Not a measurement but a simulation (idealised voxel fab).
Process module under the name voxel capacitor over wiring
Pictured: cross-section cut, 180 nm wide, on a grid of 5 nm square cells.
How to read a cross-section here: the picture is a grid of square cells, written as bands going from the top down, and any band can span one or more rows of cells. Quick guide to a band line: top height, bottom height (nm) up front; then every material left to right with its width in nm. Only one material and it's marked "throughout"? Then it fills the band edge to edge. And "air" just means empty space. Height is counted from the level 0, under which the received wafer is composed throughout of one material. The lowest of the bands is not closed at the bottom but continues downward, in the notation "0 and below". Think of "30 to 40" as a width that walks from the first number to the second as you go down the band, top row to bottom row, taking equal-sized steps from row to row. It should be understood that the words "stayed the same", when stated for a given step, signify that the cross-section underwent no change in any of its cells during that step. In the "Sealed internal voids" entry, you get each enclosed empty space of 8 cells or more, one with no open way to the top, written width x height at distance, distance from the left edge, in nm. On each step's line, the part that comes after the settings is the simulator's own comment on the step. You can add "overlay nm" to a step's line. For a step with a mask, it describes how far the mask lay to the right of its planned position, and a negative number describes a lay to the left.
### So here's the lineup of process steps we planned
1 RECEIVE,material Si
2 CONFORMAL_DEP,material SiO2,thk nm 10
3 DIRECTIONAL_DEP,material TiN,thk nm 5
4 DIRECTIONAL_DEP,material Ru,thk nm 15
5 PATTERN,tone cover,mask id METAL_1,material resist,width nm 25,pitch nm 85,thk nm 20,overlay nm 0
6 DIRECTIONAL_ETCH,etch materials Ru,depth nm 15
7 DIRECTIONAL_ETCH,etch materials TiN,depth nm 5
8 STRIP,etch materials resist
9 CONFORMAL_DEP,material SiCN,thk nm 5
10 FILL_DEP,material SiO2,thk nm 10
11 CMP,height nm 30
12 CONFORMAL_DEP,material SiCN,thk nm 5
13 DIRECTIONAL_DEP,material SiO2,thk nm 15
14 DIRECTIONAL_DEP,material aC,thk nm 10
15 PATTERN,tone open,mask id PLUG_1,material resist,width nm 15,thk nm 25,overlay nm 0
16 DIRECTIONAL_ETCH,etch materials aC,depth nm 10
17 STRIP,etch materials resist
18 DIRECTIONAL_ETCH,etch materials SiO2,depth nm 15
19 DIRECTIONAL_ETCH,etch materials SiCN,depth nm 5
20 STRIP,etch materials aC
21 EPI,material Ru,thk nm 10
22 EPI,material Ru,thk nm 10
23 DIRECTIONAL_DEP,material TiN,thk nm 10
24 DIRECTIONAL_DEP,material SiN,thk nm 5
25 DIRECTIONAL_DEP,material TiN,thk nm 5
26 DIRECTIONAL_DEP,material aC,thk nm 15
27 PATTERN,tone cover,mask id UPPER_PLATE,material resist,width nm 65,thk nm 35,overlay nm 0
28 DIRECTIONAL_ETCH,etch materials aC,depth nm 15
29 STRIP,etch materials resist
30 DIRECTIONAL_ETCH,etch materials TiN,depth nm 5
31 DIRECTIONAL_ETCH,etch materials SiN,depth nm 5
32 STRIP,etch materials aC
33 PATTERN,tone cover,mask id LOWER_PLATE,material resist,width nm 75,thk nm 15,overlay nm 0
34 DIRECTIONAL_ETCH,etch materials TiN,depth nm 10
35 STRIP,etch materials resist
36 FILL_DEP,material SiO2,thk nm 15
37 CMP,height nm 80
38 MASKED_ETCH,tone open,mask id PLUG_2,width nm 15,etch materials SiO2,depth nm 10,overlay nm 0
39 CONFORMAL_DEP,material TiN,thk nm 5
40 FILL_DEP,material Cu,thk nm 10
41 CMP,height nm 80
42 CONFORMAL_DEP,material SiN,thk nm 5
### Wafer as received: cross-section following step 1
> 0 and below | Si throughout
> Sealed internal voids: none
### a wafer at the end: this start, this plan, one mistake
> 85 down to 80 | SiN throughout
> 80 down to 75 | 55 SiO2; 5 TiN; 5 Cu; 5 TiN; 110 SiO2
> 75 down to 65 | 55 to 50 SiO2; 15 to 60 TiN; 110 to 70 SiO2
> 65 down to 60 | 50 SiO2; 60 SiN; 70 SiO2
> 60 down to 50 | 40 SiO2; 75 TiN; 65 SiO2
> 50 down to 35 | 45 SiO2; 15 Ru; 120 SiO2
> 35 down to 30 | 45 SiCN; 15 Ru; 120 SiCN
> 30 down to 15 | 30 SiO2; 5 SiCN; 25 Ru; 5 SiCN; 50 SiO2; 5 SiCN; 25 Ru; 5 SiCN; 30 SiO2
> 15 down to 10 | 35 SiCN; 25 TiN; 60 SiCN; 25 TiN; 35 SiCN
> 10 down to 0 | SiO2 throughout
> 0 and below | Si throughout
> Sealed internal voids: none
Misprocessing identified: for step 27, the planned setting was not used; the step was instead run as PATTERN,tone cover,mask id UPPER_PLATE,material resist,width nm 60,thk nm 35,overlay nm 0
